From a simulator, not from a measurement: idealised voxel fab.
You're looking at the process module voxel self aligned vias.
We display cut, a cross-section 280 nm in width whose square cells are each 5 nm.
In what follows, cross-sections appear as grids of square cells, described through bands that run from the top down, where every band is one or more rows of cells.
The entry gives the band's vertical extent as a top height and a bottom height in nm, then its horizontal make-up as materials from left to right, each with a width in nm. "empty" stands for empty space; a single material marked "everywhere" fills the band edge to edge.
Height is counted from the level 0, under which the received wafer is composed throughout of one material. The lowest of the bands is not closed at the bottom but continues downward, in the notation "0 and below".
Think of "30->40" as a width that walks from the first number to the second as you go down the band, top row to bottom row, taking equal-sized steps from row to row.
Take "same as before" at face value: in the step it is given for, the cross-section changed in none of its cells.
"Fully sealed cavities" means: voids of 8 cells or more that are shut off from the top with no open way through. Written width x height at distance, distance from the left edge, in nm.
Post-settings text on a step line: simulator's own remark regarding the step.
overlay nm: mask offset rightward from planned place, masked step; negative means leftward offset.
The steps planned for the process are as follows:
1 RECEIVE | material Si
2 CONFORMAL_DEP | material SiO2 | thk nm 10
3 CONFORMAL_DEP | material SiCN | thk nm 5
4 DIRECTIONAL_DEP | material lowk | thk nm 20
5 DIRECTIONAL_DEP | material aC | thk nm 10
6 PATTERN | tone open | mask id LINES | material resist | width nm 30 | pitch nm 65 | thk nm 30 | overlay nm 0
7 DIRECTIONAL_ETCH | etch materials aC | depth nm 10
8 STRIP | etch materials resist
9 DIRECTIONAL_ETCH | etch materials lowk | depth nm 20
10 STRIP | etch materials aC
11 CONFORMAL_DEP | material TiN | thk nm 5
12 FILL_DEP | material W | thk nm 10
13 CMP | height nm 35
14 SELECTIVE_ETCH | etch materials W Ru TiN | depth nm 5
15 FILL_DEP | material SiN | thk nm 5
16 CMP | height nm 35
17 DIRECTIONAL_DEP | material lowk | thk nm 20
18 PATTERN | tone open | mask id VIAS | material resist | width nm 40 | thk nm 20 | overlay nm 0
19 DIRECTIONAL_ETCH | etch materials lowk | depth nm 20
20 DIRECTIONAL_ETCH | etch materials SiN | depth nm 5
21 STRIP | etch materials resist
22 CONFORMAL_DEP | material TiN | thk nm 5
23 FILL_DEP | material Cu | thk nm 5
24 CMP | height nm 55
25 CONFORMAL_DEP | material SiN | thk nm 5
First of two wafers, processed according to plan:
Wafer at receipt (post step 1), cross-section:
0 and below = Si everywhere
Fully sealed cavities: none
Sectional view: wafer, after step 2:
10 down to 0 = SiO2 everywhere
Everything below 0 is unchanged.
Sectional view: wafer, after step 3:
15 down to 10 = SiCN everywhere
Everything below 10 is unchanged.
Sectional view: wafer, after step 4:
35 down to 15 = lowk everywhere
Everything below 15 is unchanged.
Sectional view: wafer, after step 5:
45 down to 35 = aC everywhere
Everything below 35 is unchanged.
Sectional view: wafer, after step 6:
75 down to 45 = 90 resist; 30 empty; 35 resist; 30 empty; 95 resist
Everything below 45 is unchanged.
Sectional view: wafer, after step 7:
65 down to 45 = 90 resist; 30 empty; 35 resist; 30 empty; 95 resist
45 down to 35 = 90 aC; 30 empty; 35 aC; 30 empty; 95 aC
Everything below 35 is unchanged.
Sectional view: wafer, after step 8:
45 down to 35 = 90 aC; 30 empty; 35 aC; 30 empty; 95 aC
Everything below 35 is unchanged.
Sectional view: wafer, after step 9:
45 down to 35 = 90 aC; 30 empty; 35 aC; 30 empty; 95 aC
35 down to 15 = 90 lowk; 30 empty; 35 lowk; 30 empty; 95 lowk
Everything below 15 is unchanged.
Sectional view: wafer, after step 10:
35 down to 15 = 90 lowk; 30 empty; 35 lowk; 30 empty; 95 lowk
Everything below 15 is unchanged.
Sectional view: wafer, after step 11:
40 down to 35 = 95 TiN; 20 empty; 45 TiN; 20 empty; 100 TiN
35 down to 20 = 90 lowk; 5 TiN; 20 empty; 5 TiN; 35 lowk; 5 TiN; 20 empty; 5 TiN; 95 lowk
20 down to 15 = 90 lowk; 30 TiN; 35 lowk; 30 TiN; 95 lowk
Everything below 15 is unchanged.
Sectional view: wafer, after step 12:
50 down to 40 = W everywhere
40 down to 35 = 95 TiN; 20 W; 45 TiN; 20 W; 100 TiN
35 down to 20 = 90 lowk; 5 TiN; 20 W; 5 TiN; 35 lowk; 5 TiN; 20 W; 5 TiN; 95 lowk
Everything below 20 is unchanged.
Sectional view: wafer, after step 13:
35 down to 20 = 90 lowk; 5 TiN; 20 W; 5 TiN; 35 lowk; 5 TiN; 20 W; 5 TiN; 95 lowk
Everything below 20 is unchanged.
Sectional view: wafer, after step 14:
35 down to 30 = 90 lowk; 30 empty; 35 lowk; 30 empty; 95 lowk
Everything below 30 is unchanged.
Sectional view: wafer, after step 15:
40 down to 35 = SiN everywhere
35 down to 30 = 90 lowk; 30 SiN; 35 lowk; 30 SiN; 95 lowk
Everything below 30 is unchanged.
Sectional view: wafer, after step 16:
35 down to 30 = 90 lowk; 30 SiN; 35 lowk; 30 SiN; 95 lowk
Everything below 30 is unchanged.
Sectional view: wafer, after step 17:
55 down to 35 = lowk everywhere
Everything below 35 is unchanged.
Sectional view: wafer, after step 18:
75 down to 55 = 85 resist; 40 empty; 155 resist
Everything below 55 is unchanged.
Sectional view: wafer, after step 19:
75 down to 55 = 85 resist; 40 empty; 155 resist
55 down to 35 = 85 lowk; 40 empty; 155 lowk
Everything below 35 is unchanged.
Sectional view: wafer, after step 20:
75 down to 55 = 85 resist; 40 empty; 155 resist
55 down to 35 = 85 lowk; 40 empty; 155 lowk
35 down to 30 = 90 lowk; 30 empty; 35 lowk; 30 SiN; 95 lowk
Everything below 30 is unchanged.
Sectional view: wafer, after step 21:
55 down to 35 = 85 lowk; 40 empty; 155 lowk
Everything below 35 is unchanged.
Sectional view: wafer, after step 22:
60 down to 55 = 90 TiN; 30 empty; 160 TiN
55 down to 40 = 85 lowk; 5 TiN; 30 empty; 5 TiN; 155 lowk
40 down to 35 = 85 lowk; 10 TiN; 20 empty; 10 TiN; 155 lowk
35 down to 30 = 90 lowk; 30 TiN; 35 lowk; 30 SiN; 95 lowk
Everything below 30 is unchanged.
Sectional view: wafer, after step 23:
65 down to 60 = Cu everywhere
60 down to 55 = 90 TiN; 30 Cu; 160 TiN
55 down to 40 = 85 lowk; 5 TiN; 30 Cu; 5 TiN; 155 lowk
40 down to 35 = 85 lowk; 10 TiN; 20 Cu; 10 TiN; 155 lowk
Everything below 35 is unchanged.
Sectional view: wafer, after step 24:
55 down to 40 = 85 lowk; 5 TiN; 30 Cu; 5 TiN; 155 lowk
Everything below 40 is unchanged.
Sectional view: wafer, after step 25:
60 down to 55 = SiN everywhere
Everything below 55 is unchanged.
Regarding the second of the two wafers: it shared the first wafer's starting condition and process plan, yet one error occurred during its execution. Its history coincides with that of the first wafer up to and including step 1:
The second wafer cut through, at the time step 2 was supposed to be finished:
5 down to 0 = SiO2 everywhere
Everything below 0 is unchanged.
The second wafer cut through, at the time step 3 was supposed to be finished:
10 down to 5 = SiCN everywhere
Everything below 5 is unchanged.
The second wafer cut through, at the time step 4 was supposed to be finished:
30 down to 10 = lowk everywhere
Everything below 10 is unchanged.
The second wafer cut through, at the time step 5 was supposed to be finished:
40 down to 30 = aC everywhere
Everything below 30 is unchanged.
The second wafer cut through, at the time step 6 was supposed to be finished:
70 down to 40 = 90 resist; 30 empty; 35 resist; 30 empty; 95 resist
Everything below 40 is unchanged.
The second wafer cut through, at the time step 7 was supposed to be finished:
60 down to 40 = 90 resist; 30 empty; 35 resist; 30 empty; 95 resist
40 down to 30 = 90 aC; 30 empty; 35 aC; 30 empty; 95 aC
Everything below 30 is unchanged.
The second wafer cut through, at the time step 8 was supposed to be finished:
40 down to 30 = 90 aC; 30 empty; 35 aC; 30 empty; 95 aC
Everything below 30 is unchanged.
The second wafer cut through, at the time step 9 was supposed to be finished:
40 down to 30 = 90 aC; 30 empty; 35 aC; 30 empty; 95 aC
30 down to 10 = 90 lowk; 30 empty; 35 lowk; 30 empty; 95 lowk
Everything below 10 is unchanged.
The second wafer cut through, at the time step 10 was supposed to be finished:
30 down to 10 = 90 lowk; 30 empty; 35 lowk; 30 empty; 95 lowk
Everything below 10 is unchanged.
The second wafer cut through, at the time step 11 was supposed to be finished:
35 down to 30 = 95 TiN; 20 empty; 45 TiN; 20 empty; 100 TiN
30 down to 15 = 90 lowk; 5 TiN; 20 empty; 5 TiN; 35 lowk; 5 TiN; 20 empty; 5 TiN; 95 lowk
15 down to 10 = 90 lowk; 30 TiN; 35 lowk; 30 TiN; 95 lowk
Everything below 10 is unchanged.
The second wafer cut through, at the time step 12 was supposed to be finished:
45 down to 35 = W everywhere
35 down to 30 = 95 TiN; 20 W; 45 TiN; 20 W; 100 TiN
30 down to 15 = 90 lowk; 5 TiN; 20 W; 5 TiN; 35 lowk; 5 TiN; 20 W; 5 TiN; 95 lowk
Everything below 15 is unchanged.
The second wafer cut through, at the time step 13 was supposed to be finished:
35 down to 30 = 95 TiN; 20 W; 45 TiN; 20 W; 100 TiN
Everything below 30 is unchanged.
The second wafer cut through, at the time step 14 was supposed to be finished:
30 down to 15 = 90 lowk; 5 TiN; 20 W; 5 TiN; 35 lowk; 5 TiN; 20 W; 5 TiN; 95 lowk
Everything below 15 is unchanged.
The second wafer cut through, at the time step 15 was supposed to be finished:
35 down to 30 = SiN everywhere
Everything below 30 is unchanged.
The second wafer cut through, at the time step 16 was supposed to be finished: same as before
The second wafer cut through, at the time step 17 was supposed to be finished:
55 down to 35 = lowk everywhere
Everything below 35 is unchanged.
The second wafer cut through, at the time step 18 was supposed to be finished:
75 down to 55 = 85 resist; 40 empty; 155 resist
Everything below 55 is unchanged.
The second wafer cut through, at the time step 19 was supposed to be finished:
75 down to 55 = 85 resist; 40 empty; 155 resist
55 down to 35 = 85 lowk; 40 empty; 155 lowk
Everything below 35 is unchanged.
The second wafer cut through, at the time step 20 was supposed to be finished:
75 down to 55 = 85 resist; 40 empty; 155 resist
55 down to 35 = 85 lowk; 40 empty; 155 lowk
35 down to 30 = 85 SiN; 40 empty; 155 SiN
Everything below 30 is unchanged.
The second wafer cut through, at the time step 21 was supposed to be finished:
55 down to 35 = 85 lowk; 40 empty; 155 lowk
Everything below 35 is unchanged.
The second wafer cut through, at the time step 22 was supposed to be finished:
60 down to 55 = 90 TiN; 30 empty; 160 TiN
55 down to 35 = 85 lowk; 5 TiN; 30 empty; 5 TiN; 155 lowk
35 down to 30 = 85 SiN; 40 TiN; 155 SiN
Everything below 30 is unchanged.
The second wafer cut through, at the time step 23 was supposed to be finished:
65 down to 60 = Cu everywhere
60 down to 55 = 90 TiN; 30 Cu; 160 TiN
55 down to 35 = 85 lowk; 5 TiN; 30 Cu; 5 TiN; 155 lowk
Everything below 35 is unchanged.
The second wafer cut through, at the time step 24 was supposed to be finished:
55 down to 35 = 85 lowk; 5 TiN; 30 Cu; 5 TiN; 155 lowk
Everything below 35 is unchanged.
The second wafer cut through, at the time step 25 was supposed to be finished:
60 down to 55 = SiN everywhere
Everything below 55 is unchanged.
Here's what went sideways: step 2 changed vs plan, executed as CONFORMAL_DEP | material SiO2 | thk nm 5
The second wafer ends with more or fewer cells of some materials than the first, per final count: Cu +2; SiN +42; SiO2 -56; TiN +4; W +8
